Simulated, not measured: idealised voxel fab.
Title: Process Module voxel capacitor over wiring
The figure presents cross-section cut, which has a width of 265 nm and is divided into square cells with an edge length of 5 nm.
Reading order for cross-sections: top band down to bottom band. Underlying form: a grid of square cells. Band size: one or more rows of cells. Look at the band entry: it leads with the top's height and the bottom's height in nm. Then it lists the materials left to right, with a width in nm for each. The word "everywhere" on a single material says that material fills the band edge to edge. The word "empty" is empty space. Counting heights begins at 0, where everything beneath is, in the wafer as received, one material. The lowest band has no bottom; it goes on downwards, as "top 0, no bottom" shows. So if you see something like "30..40" for the width, read it as the top row of the band sitting at the first number and the bottom row at the second, with every row in between moving by the same amount as the last. "left unchanged" after a step means that no cell of the cross-section changed. The entry titled "Enclosed void listing" provides the empty spaces that have no open way to the top, restricted to those of 8 cells or more. Each is presented as width x height at distance, the distance being measured from the left edge, with all three in nm. Heads up: the bit after the settings on a step's line is the simulator's remark on that step. Regarding "overlay nm": on a step with a mask, it is the distance the mask lay to the right of its planned place; a negative value places it to the left.
The process steps that were planned are listed below
- 1: RECEIVE | material Si
- 2: CONFORMAL_DEP | material SiO2 | thk nm 10
- 3: DIRECTIONAL_DEP | material TiN | thk nm 5
- 4: DIRECTIONAL_DEP | material W | thk nm 20
- 5: PATTERN | tone cover | mask id METAL_1 | material resist | width nm 25 | pitch nm 75 | thk nm 20 | overlay nm 0
- 6: DIRECTIONAL_ETCH | etch materials W | depth nm 20
- 7: DIRECTIONAL_ETCH | etch materials TiN | depth nm 5
- 8: STRIP | etch materials resist
- 9: FILL_DEP | material lowk | thk nm 10
- 10: CMP | height nm 35
- 11: CONFORMAL_DEP | material SiCN | thk nm 5
- 12: DIRECTIONAL_DEP | material lowk | thk nm 20
- 13: DIRECTIONAL_DEP | material aC | thk nm 15
- 14: PATTERN | tone open | mask id PLUG_1 | material resist | width nm 15 | thk nm 30 | overlay nm 0
- 15: DIRECTIONAL_ETCH | etch materials aC | depth nm 15
- 16: STRIP | etch materials resist
- 17: DIRECTIONAL_ETCH | etch materials lowk | depth nm 20
- 18: DIRECTIONAL_ETCH | etch materials SiCN | depth nm 5
- 19: STRIP | etch materials aC
- 20: EPI | material Ru | thk nm 10
- 21: EPI | material Ru | thk nm 10
- 22: EPI | material Ru | thk nm 5
- 23: DIRECTIONAL_DEP | material TiN | thk nm 5
- 24: DIRECTIONAL_DEP | material SiN | thk nm 5
- 25: DIRECTIONAL_DEP | material TiN | thk nm 10
- 26: DIRECTIONAL_DEP | material aC | thk nm 15
- 27: PATTERN | tone cover | mask id UPPER_PLATE | material resist | width nm 55 | thk nm 30 | overlay nm 0
- 28: DIRECTIONAL_ETCH | etch materials aC | depth nm 15
- 29: STRIP | etch materials resist
- 30: DIRECTIONAL_ETCH | etch materials TiN | depth nm 10
- 31: DIRECTIONAL_ETCH | etch materials SiN | depth nm 5
- 32: STRIP | etch materials aC
- 33: MASKED_ETCH | tone cover | mask id LOWER_PLATE | width nm 65 | etch materials TiN | depth nm 5 | overlay nm 0
- 34: FILL_DEP | material SiO2 | thk nm 15
- 35: CMP | height nm 90
- 36: DIRECTIONAL_DEP | material aC | thk nm 15
- 37: PATTERN | tone open | mask id PLUG_2 | material resist | width nm 15 | thk nm 30 | overlay nm 0
- 38: DIRECTIONAL_ETCH | etch materials aC | depth nm 15
- 39: STRIP | etch materials resist
- 40: DIRECTIONAL_ETCH | etch materials SiO2 | depth nm 10
- 41: STRIP | etch materials aC
- 42: CONFORMAL_DEP | material TiN | thk nm 5
- 43: FILL_DEP | material W | thk nm 10
- 44: CMP | height nm 90
- 45: CONFORMAL_DEP | material SiCN | thk nm 5
as received, after step 1
top 0, no bottom | Si everywhere
Enclosed void listing: none
Looking at the first of two wafers in cross-section at end of module - ran to plan
top 95, bottom 90 | SiCN everywhere
top 90, bottom 85 | SiO2 (100) / TiN (5) / W (5) / TiN (5) / SiO2 (150)
top 85, bottom 80 | SiO2 (100) / TiN (15) / SiO2 (150)
top 80, bottom 70 | SiO2 (90) / TiN (55) / SiO2 (120)
top 70, bottom 65 | SiO2 (90) / SiN (55) / SiO2 (120)
top 65, bottom 60 | SiO2 (85) / TiN (65) / SiO2 (115)
top 60, bottom 40 | lowk (90) / Ru (15) / lowk (160)
top 40, bottom 35 | SiCN (90) / Ru (15) / SiCN (160)
top 35, bottom 15 | lowk (80) / W (25) / lowk (50) / W (25) / lowk (85)
top 15, bottom 10 | lowk (80) / TiN (25) / lowk (50) / TiN (25) / lowk (85)
top 10, bottom 0 | SiO2 everywhere
top 0, no bottom | Si everywhere
Enclosed void listing: none
Second wafer cross-section at end of module - shared start and plan with the first, one mistake in the run
top 95, bottom 90 | SiCN everywhere
top 90, bottom 85 | SiO2 (100) / TiN (5) / W (5) / TiN (5) / SiO2 (150)
top 85, bottom 80 | SiO2 (100) / TiN (15) / SiO2 (150)
top 80, bottom 70 | SiO2 (90) / TiN (15) / SiO2 (25) / TiN (15) / SiO2 (120)
top 70, bottom 65 | SiO2 (90) / SiN (15) / SiO2 (25) / SiN (15) / SiO2 (120)
top 65, bottom 60 | SiO2 (85) / TiN (20) / SiO2 (25) / TiN (20) / SiO2 (115)
top 60, bottom 55 | SiO2 (55) / Ru (35) / lowk (15) / SiO2 (25) / Ru (75) / SiO2 (60)
top 55, bottom 45 | SiO2 (55) / Ru (35) / lowk (15) / TiN (25) / Ru (75) / SiO2 (60)
top 45, bottom 40 | SiO2 (55) / Ru (35) / lowk (15) / SiN (25) / Ru (75) / SiO2 (60)
top 40, bottom 35 | SiO2 (55) / Ru (35) / SiCN (15) / TiN (25) / Ru (75) / SiO2 (60)
top 35, bottom 15 | lowk (80) / W (25) / lowk (50) / W (25) / lowk (85)
top 15, bottom 10 | lowk (80) / TiN (25) / lowk (50) / TiN (25) / lowk (85)
top 10, bottom 0 | SiO2 everywhere
top 0, no bottom | Si everywhere
Enclosed void listing: none
The mistake made against the process plan was this: step 14 was processed under conditions differing from the plan, specifically as PATTERN | tone cover | mask id PLUG_1 | material resist | width nm 15 | thk nm 30 | overlay nm 0
Counted in cells at the end, the second wafer holds more or fewer of these materials than the first: 95 more of Ru | 47 fewer of SiCN | 140 more of SiO2 | 188 fewer of lowk
